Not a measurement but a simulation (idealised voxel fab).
The process module that follows is named voxel air gaps.
This is section cut - it's 260 nm across, gridded in 5 nm square cells.
This document writes a cross-section as a grid whose cells are square, and gives it as bands, listed from the top down; one or more rows of cells form a band. Look at the band entry: it leads with the top's height and the bottom's height in nm. Then it lists the materials left to right, with a width in nm for each. The word "edge to edge" on a single material says that material fills the band edge to edge. The word "blank" is empty space. For the purposes of this specification, 0 denotes the height below which the wafer in its as-received condition is composed wholly of one material, and the lowermost band, lacking a lower limit, extends downward without end, as expressed in "0..down". Per-row width for "30..40": begins at first number (top row of band), ends at second number (bottom row), increment between rows held constant. Step note "remains unaltered" = no cross-section cell changed. The label "Encapsulated voids" introduces a list of the empty spaces, 8 cells or larger, that have no open way up to the top; each entry in it reads width x height at distance, where the distance is taken from the left edge and all three are stated in nm. Formally, on a step line, whatever follows the settings is a remark that the simulator itself makes on the step. overlay nm: step with mask; distance mask lay right of planned place; negative value = left of planned place.

[Steps in the process plan]
1. op RECEIVE | material Si
2. op CONFORMAL_DEP | material SiO2 | thk nm 10
3. op CONFORMAL_DEP | material SiCN | thk nm 5
4. op DIRECTIONAL_DEP | material lowk | thk nm 35
5. op DIRECTIONAL_DEP | material aC | thk nm 10
6. op PATTERN | tone open | mask id LINES | material resist | width nm 25 | pitch nm 55 | thk nm 30 | overlay nm 0
7. op DIRECTIONAL_ETCH | etch materials aC | depth nm 10
8. op STRIP | etch materials resist
9. op DIRECTIONAL_ETCH | etch materials lowk | depth nm 35
10. op STRIP | etch materials aC
11. op CONFORMAL_DEP | material TiN | thk nm 5
12. op FILL_DEP | material Ru | thk nm 10
13. op CMP | height nm 50
14. op EPI | material Ru | thk nm 10
15. op SELECTIVE_ETCH | etch materials lowk | depth nm 45
16. op CONFORMAL_DEP | material SiCN | thk nm 5

[Below: the first of two wafers, run as planned]

[As-received state of the wafer in cross-section, equivalent to post-step 1]
* 0..down | Si edge to edge
* Encapsulated voids: none

[The wafer in cross-section once step 2 is complete]
* 10..0 | SiO2 edge to edge
* Whatever lies below 0 is exactly as it was before.

[The wafer in cross-section once step 3 is complete]
* 15..10 | SiCN edge to edge
* Whatever lies below 10 is exactly as it was before.

[The wafer in cross-section once step 4 is complete]
* 50..15 | lowk edge to edge
* Whatever lies below 15 is exactly as it was before.

[The wafer in cross-section once step 5 is complete]
* 60..50 | aC edge to edge
* Whatever lies below 50 is exactly as it was before.

[The wafer in cross-section once step 6 is complete]
* 90..60 | resist: 35  blank: 25  resist: 30  blank: 25  resist: 30  blank: 25  resist: 30  blank: 25  resist: 35
* Whatever lies below 60 is exactly as it was before.

[The wafer in cross-section once step 7 is complete]
* 80..60 | resist: 35  blank: 25  resist: 30  blank: 25  resist: 30  blank: 25  resist: 30  blank: 25  resist: 35
* 60..50 | aC: 35  blank: 25  aC: 30  blank: 25  aC: 30  blank: 25  aC: 30  blank: 25  aC: 35
* Whatever lies below 50 is exactly as it was before.

[The wafer in cross-section once step 8 is complete]
* 60..50 | aC: 35  blank: 25  aC: 30  blank: 25  aC: 30  blank: 25  aC: 30  blank: 25  aC: 35
* Whatever lies below 50 is exactly as it was before.

[The wafer in cross-section once step 9 is complete]
* 60..50 | aC: 35  blank: 25  aC: 30  blank: 25  aC: 30  blank: 25  aC: 30  blank: 25  aC: 35
* 50..15 | lowk: 35  blank: 25  lowk: 30  blank: 25  lowk: 30  blank: 25  lowk: 30  blank: 25  lowk: 35
* Whatever lies below 15 is exactly as it was before.

[The wafer in cross-section once step 10 is complete]
* 50..15 | lowk: 35  blank: 25  lowk: 30  blank: 25  lowk: 30  blank: 25  lowk: 30  blank: 25  lowk: 35
* Whatever lies below 15 is exactly as it was before.

[The wafer in cross-section once step 11 is complete]
* 55..50 | TiN: 40  blank: 15  TiN: 40  blank: 15  TiN: 40  blank: 15  TiN: 40  blank: 15  TiN: 40
* 50..20 | lowk: 35  TiN: 5  blank: 15  TiN: 5  lowk: 30  TiN: 5  blank: 15  TiN: 5  lowk: 30  TiN: 5  blank: 15  TiN: 5  lowk: 30  TiN: 5  blank: 15  TiN: 5  lowk: 35
* 20..15 | lowk: 35  TiN: 25  lowk: 30  TiN: 25  lowk: 30  TiN: 25  lowk: 30  TiN: 25  lowk: 35
* Whatever lies below 15 is exactly as it was before.

[The wafer in cross-section once step 12 is complete]
* 65..55 | Ru edge to edge
* 55..50 | TiN: 40  Ru: 15  TiN: 40  Ru: 15  TiN: 40  Ru: 15  TiN: 40  Ru: 15  TiN: 40
* 50..20 | lowk: 35  TiN: 5  Ru: 15  TiN: 5  lowk: 30  TiN: 5  Ru: 15  TiN: 5  lowk: 30  TiN: 5  Ru: 15  TiN: 5  lowk: 30  TiN: 5  Ru: 15  TiN: 5  lowk: 35
* Whatever lies below 20 is exactly as it was before.

[The wafer in cross-section once step 13 is complete]
* 50..20 | lowk: 35  TiN: 5  Ru: 15  TiN: 5  lowk: 30  TiN: 5  Ru: 15  TiN: 5  lowk: 30  TiN: 5  Ru: 15  TiN: 5  lowk: 30  TiN: 5  Ru: 15  TiN: 5  lowk: 35
* Whatever lies below 20 is exactly as it was before.

[The wafer in cross-section once step 14 is complete]
* 60..50 | blank: 25  Ru: 45  blank: 10  Ru: 45  blank: 10  Ru: 45  blank: 10  Ru: 45  blank: 25
* Whatever lies below 50 is exactly as it was before.

[The wafer in cross-section once step 15 is complete]
* 60..50 | blank: 25  Ru: 45  blank: 10  Ru: 45  blank: 10  Ru: 45  blank: 10  Ru: 45  blank: 25
* 50..20 | blank: 35  TiN: 5  Ru: 15  TiN: 5  blank: 30  TiN: 5  Ru: 15  TiN: 5  blank: 30  TiN: 5  Ru: 15  TiN: 5  blank: 30  TiN: 5  Ru: 15  TiN: 5  blank: 35
* 20..15 | blank: 35  TiN: 25  blank: 30  TiN: 25  blank: 30  TiN: 25  blank: 30  TiN: 25  blank: 35
* Whatever lies below 15 is exactly as it was before.

[The wafer in cross-section once step 16 is complete]
* 65..60 | blank: 20  SiCN: 220  blank: 20
* 60..50 | blank: 20  SiCN: 5  Ru: 45  SiCN: 10  Ru: 45  SiCN: 10  Ru: 45  SiCN: 10  Ru: 45  SiCN: 5  blank: 20
* 50..45 | blank: 20  SiCN: 15  TiN: 5  Ru: 15  TiN: 5  SiCN: 30  TiN: 5  Ru: 15  TiN: 5  SiCN: 30  TiN: 5  Ru: 15  TiN: 5  SiCN: 30  TiN: 5  Ru: 15  TiN: 5  SiCN: 15  blank: 20
* 45..20 | blank: 30  SiCN: 5  TiN: 5  Ru: 15  TiN: 5  SiCN: 5  blank: 20  SiCN: 5  TiN: 5  Ru: 15  TiN: 5  SiCN: 5  blank: 20  SiCN: 5  TiN: 5  Ru: 15  TiN: 5  SiCN: 5  blank: 20  SiCN: 5  TiN: 5  Ru: 15  TiN: 5  SiCN: 5  blank: 30
* 20..15 | SiCN: 35  TiN: 25  SiCN: 30  TiN: 25  SiCN: 30  TiN: 25  SiCN: 30  TiN: 25  SiCN: 35
* Whatever lies below 15 is exactly as it was before.
* Encapsulated voids: 20 x 25 at 65; 20 x 25 at 120; 20 x 25 at 175

[The second wafer was prepared from the same starting point and under the same plan as the first; its processing contained one mistake, and it remains indistinguishable from the first wafer up to and including step 5]

[Second wafer at the planned finish of step 6, seen in cross-section]
* 90..60 | blank: 35  resist: 25  blank: 30  resist: 25  blank: 30  resist: 25  blank: 30  resist: 25  blank: 35
* Whatever lies below 60 is exactly as it was before.

[Second wafer at the planned finish of step 7, seen in cross-section]
* 80..60 | blank: 35  resist: 25  blank: 30  resist: 25  blank: 30  resist: 25  blank: 30  resist: 25  blank: 35
* 60..50 | blank: 35  aC: 25  blank: 30  aC: 25  blank: 30  aC: 25  blank: 30  aC: 25  blank: 35
* Whatever lies below 50 is exactly as it was before.

[Second wafer at the planned finish of step 8, seen in cross-section]
* 60..50 | blank: 35  aC: 25  blank: 30  aC: 25  blank: 30  aC: 25  blank: 30  aC: 25  blank: 35
* Whatever lies below 50 is exactly as it was before.

[Second wafer at the planned finish of step 9, seen in cross-section]
* 60..50 | blank: 35  aC: 25  blank: 30  aC: 25  blank: 30  aC: 25  blank: 30  aC: 25  blank: 35
* 50..15 | blank: 35  lowk: 25  blank: 30  lowk: 25  blank: 30  lowk: 25  blank: 30  lowk: 25  blank: 35
* Whatever lies below 15 is exactly as it was before.

[Second wafer at the planned finish of step 10, seen in cross-section]
* 50..15 | blank: 35  lowk: 25  blank: 30  lowk: 25  blank: 30  lowk: 25  blank: 30  lowk: 25  blank: 35
* Whatever lies below 15 is exactly as it was before.

[Second wafer at the planned finish of step 11, seen in cross-section]
* 55..50 | blank: 30  TiN: 35  blank: 20  TiN: 35  blank: 20  TiN: 35  blank: 20  TiN: 35  blank: 30
* 50..20 | blank: 30  TiN: 5  lowk: 25  TiN: 5  blank: 20  TiN: 5  lowk: 25  TiN: 5  blank: 20  TiN: 5  lowk: 25  TiN: 5  blank: 20  TiN: 5  lowk: 25  TiN: 5  blank: 30
* 20..15 | TiN: 35  lowk: 25  TiN: 30  lowk: 25  TiN: 30  lowk: 25  TiN: 30  lowk: 25  TiN: 35
* Whatever lies below 15 is exactly as it was before.

[Second wafer at the planned finish of step 12, seen in cross-section]
* 65..55 | Ru edge to edge
* 55..50 | Ru: 30  TiN: 35  Ru: 20  TiN: 35  Ru: 20  TiN: 35  Ru: 20  TiN: 35  Ru: 30
* 50..20 | Ru: 30  TiN: 5  lowk: 25  TiN: 5  Ru: 20  TiN: 5  lowk: 25  TiN: 5  Ru: 20  TiN: 5  lowk: 25  TiN: 5  Ru: 20  TiN: 5  lowk: 25  TiN: 5  Ru: 30
* Whatever lies below 20 is exactly as it was before.

[Second wafer at the planned finish of step 13, seen in cross-section]
* 50..20 | Ru: 30  TiN: 5  lowk: 25  TiN: 5  Ru: 20  TiN: 5  lowk: 25  TiN: 5  Ru: 20  TiN: 5  lowk: 25  TiN: 5  Ru: 20  TiN: 5  lowk: 25  TiN: 5  Ru: 30
* Whatever lies below 20 is exactly as it was before.

[Second wafer at the planned finish of step 14, seen in cross-section]
* 60..50 | Ru: 45  blank: 5  Ru: 50  blank: 5  Ru: 50  blank: 5  Ru: 50  blank: 5  Ru: 45
* Whatever lies below 50 is exactly as it was before.

[Second wafer at the planned finish of step 15, seen in cross-section]
* 60..50 | Ru: 45  blank: 5  Ru: 50  blank: 5  Ru: 50  blank: 5  Ru: 50  blank: 5  Ru: 45
* 50..20 | Ru: 30  TiN: 5  blank: 25  TiN: 5  Ru: 20  TiN: 5  blank: 25  TiN: 5  Ru: 20  TiN: 5  blank: 25  TiN: 5  Ru: 20  TiN: 5  blank: 25  TiN: 5  Ru: 30
* 20..15 | TiN: 35  blank: 25  TiN: 30  blank: 25  TiN: 30  blank: 25  TiN: 30  blank: 25  TiN: 35
* Whatever lies below 15 is exactly as it was before.

[Second wafer at the planned finish of step 16, seen in cross-section]
* 65..60 | SiCN edge to edge
* 60..50 | Ru: 45  SiCN: 5  Ru: 50  SiCN: 5  Ru: 50  SiCN: 5  Ru: 50  SiCN: 5  Ru: 45
* 50..45 | Ru: 30  TiN: 5  SiCN: 25  TiN: 5  Ru: 20  TiN: 5  SiCN: 25  TiN: 5  Ru: 20  TiN: 5  SiCN: 25  TiN: 5  Ru: 20  TiN: 5  SiCN: 25  TiN: 5  Ru: 30
* 45..20 | Ru: 30  TiN: 5  SiCN: 5  blank: 15  SiCN: 5  TiN: 5  Ru: 20  TiN: 5  SiCN: 5  blank: 15  SiCN: 5  TiN: 5  Ru: 20  TiN: 5  SiCN: 5  blank: 15  SiCN: 5  TiN: 5  Ru: 20  TiN: 5  SiCN: 5  blank: 15  SiCN: 5  TiN: 5  Ru: 30
* 20..15 | TiN: 35  SiCN: 25  TiN: 30  SiCN: 25  TiN: 30  SiCN: 25  TiN: 30  SiCN: 25  TiN: 35
* Whatever lies below 15 is exactly as it was before.
* Encapsulated voids: 15 x 25 at 40; 15 x 25 at 95; 15 x 25 at 150; 15 x 25 at 205
What went wrong in running the wafer? not per plan at step 6, really ran op PATTERN | tone cover | mask id LINES | material resist | width nm 25 | pitch nm 55 | thk nm 30 | overlay nm 0
Count the cells at the end and the second wafer has more or fewer of some materials than the first: +96 Ru | -16 SiCN | +12 TiN
By the end, 3 closed voids are present in the first wafer and 4 in the second.
